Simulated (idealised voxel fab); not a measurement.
process module | voxel self aligned contacts
cross-section cut | 260 nm wide | cells 5 nm
A cross-section is a grid of square cells, given in bands from the top down. A band is one or more rows of cells.
Each band's line starts with the height of the band's top and of its bottom, in nm. Then come its materials from left to right, each with its width in nm. One material with "throughout" fills the band from edge to edge. "air" is empty space.
Height 0 is the level under which the wafer as received is all one material. The lowest band goes on downwards, as in "0 down".
A width such as "30 to 40" changes by the same amount from each row of cells to the next, from the band's top row to its bottom row.
"no change" after a step means that no cell of the cross-section changed.
closed voids: empty space of 8 cells or more with no open way to the top, each as width x height at its distance from the left edge, in nm
after a step's settings: what the simulator itself notes on the step
overlay nm, on a step with a mask: how far to the right of its planned place the mask lay; to the left if negative
plan
1 op RECEIVE | material Si
2 op CONFORMAL_DEP | material SiO2 | thk nm 5
3 op DIRECTIONAL_DEP | material polySi | thk nm 30
4 op DIRECTIONAL_DEP | material SiN | thk nm 15
5 op MASKED_ETCH | tone cover | mask id GATE | width nm 25 | pitch nm 55 | etch materials SiN | depth nm 15 | overlay nm 0
6 op MASKED_ETCH | tone cover | mask id GATE | width nm 25 | pitch nm 55 | etch materials polySi | depth nm 30 | overlay nm 0
7 op CONFORMAL_DEP | material SiN | thk nm 5
8 op DIRECTIONAL_ETCH | etch materials SiN | depth nm 5
9 op FILL_DEP | material SiO2 | thk nm 20
10 op CMP | height nm 60
11 op PATTERN | tone open | mask id CONTACT | material resist | width nm 40 | thk nm 20 | overlay nm 0
12 op DIRECTIONAL_ETCH | etch materials SiO2 | depth nm 60
13 op STRIP | etch materials resist
14 op CONFORMAL_DEP | material TiN | thk nm 5
15 op FILL_DEP | material Ru | thk nm 5
16 op CMP | height nm 60
17 op CONFORMAL_DEP | material SiCN | thk nm 5
as received, after step 1
  0 down: Si throughout
  closed voids: none
a wafer at the end: this start, this plan, one mistake
  65 to 60: SiCN throughout
  60 to 55: SiO2 110 | TiN 5 | Ru 30 | TiN 5 | SiO2 110
  55 to 50: SiO2 110 | TiN 40 | SiO2 110
  50 to 35: SiO2 80 | SiN 45 | TiN 10 | SiN 45 | SiO2 80
  35 to 5: SiO2 80 | SiN 5 | polySi 35 | SiN 5 | TiN 10 | SiN 5 | polySi 35 | SiN 5 | SiO2 80
  5 to 0: SiO2 125 | TiN 10 | SiO2 125
  0 down: Si throughout
  closed voids: none
what went wrong: step 5 ran as: op MASKED_ETCH | tone cover | mask id GATE | width nm 35 | pitch nm 55 | etch materials SiN | depth nm 15 | overlay nm 0
